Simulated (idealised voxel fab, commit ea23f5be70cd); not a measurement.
This is a process module. Its name is voxel self aligned vias.
For reference, the cross-section in this document is cut, with width 280 nm and square cells of 5 nm.
Reading order for cross-sections: top band down to bottom band. Underlying form: a grid of square cells. Band size: one or more rows of cells. For a band, the entry starts with two heights in nm, that of the top and then that of the bottom, and carries on with the band's materials in order from left to right, each alongside its width in nm; the word "all across" beside a single material means it fills the band edge to edge, and "empty" means empty space. Note: height 0 marks the level under which the wafer is uniformly one material as received. Lowest band unbounded below, written "0 -> down". You'd read "30..40" like this: the band's top row of cells is as wide as the first number, its bottom row is as wide as the second, and going down, every row changes width by the same amount as the row before did. You'll sometimes find "remains unaltered" written for a step, and that's the way of saying that nowhere in the cross-section did a cell change during that step. Closed empty spaces (no open way to the top) of 8 cells or more are what "Enclosed void list" lists, each as width x height at distance from the left edge, nm for all three. Whatever follows a step's settings on its line is a remark the simulator itself makes about that step. overlay nm: how far to the right of its planned place the mask lay on this masked step (negative: to the left).
Process steps foreseen in the plan
step 1: RECEIVE, material Si
step 2: CONFORMAL_DEP, material SiO2, thk nm 10
step 3: CONFORMAL_DEP, material SiCN, thk nm 5
step 4: DIRECTIONAL_DEP, material lowk, thk nm 25
step 5: DIRECTIONAL_DEP, material aC, thk nm 15
step 6: PATTERN, tone open, mask id LINES, material resist, width nm 30, pitch nm 75, thk nm 30, overlay nm 0
step 7: DIRECTIONAL_ETCH, etch materials aC, depth nm 15
step 8: STRIP, etch materials resist
step 9: DIRECTIONAL_ETCH, etch materials lowk, depth nm 25
step 10: STRIP, etch materials aC
step 11: CONFORMAL_DEP, material TiN, thk nm 5
step 12: FILL_DEP, material W, thk nm 5
step 13: CMP, height nm 40
step 14: SELECTIVE_ETCH, etch materials W Ru TiN, depth nm 5
step 15: FILL_DEP, material SiN, thk nm 10
step 16: CMP, height nm 40
step 17: DIRECTIONAL_DEP, material lowk, thk nm 15
step 18: DIRECTIONAL_DEP, material aC, thk nm 15
step 19: PATTERN, tone open, mask id VIAS, material resist, width nm 50, thk nm 30, overlay nm 0
step 20: DIRECTIONAL_ETCH, etch materials aC, depth nm 15
step 21: STRIP, etch materials resist
step 22: DIRECTIONAL_ETCH, etch materials lowk, depth nm 15
step 23: DIRECTIONAL_ETCH, etch materials SiN, depth nm 5
step 24: STRIP, etch materials aC
step 25: CONFORMAL_DEP, material TiN, thk nm 5
step 26: FILL_DEP, material Ru, thk nm 5
step 27: CMP, height nm 55
step 28: CONFORMAL_DEP, material SiCN, thk nm 5
As-received state of the wafer in cross-section, equivalent to post-step 1
> 0 -> down = Si all across
> Enclosed void list: none
Starting wafer: above. Plan: above. Run: one mistake. Cross-section after the module: below
> 60 -> 55 = SiCN all across
> 55 -> 45 = lowk: 80; TiN: 5; Ru: 40; TiN: 5; lowk: 150
> 45 -> 40 = lowk: 80; TiN: 10; Ru: 20; TiN: 20; lowk: 150
> 40 -> 35 = lowk: 85; TiN: 30; lowk: 45; SiN: 30; lowk: 90
> 35 -> 20 = lowk: 85; TiN: 5; W: 20; TiN: 5; lowk: 45; TiN: 5; W: 20; TiN: 5; lowk: 90
> 20 -> 15 = lowk: 85; TiN: 30; lowk: 45; TiN: 30; lowk: 90
> 15 -> 10 = SiCN all across
> 10 -> 0 = SiO2 all across
> 0 -> down = Si all across
> Enclosed void list: none
It is concluded that the wafer was processed incorrectly with respect to the plan, in that in deviation from the planned setting, step 19 was conducted as PATTERN, tone open, mask id VIAS, material resist, width nm 50, thk nm 30, overlay nm 5
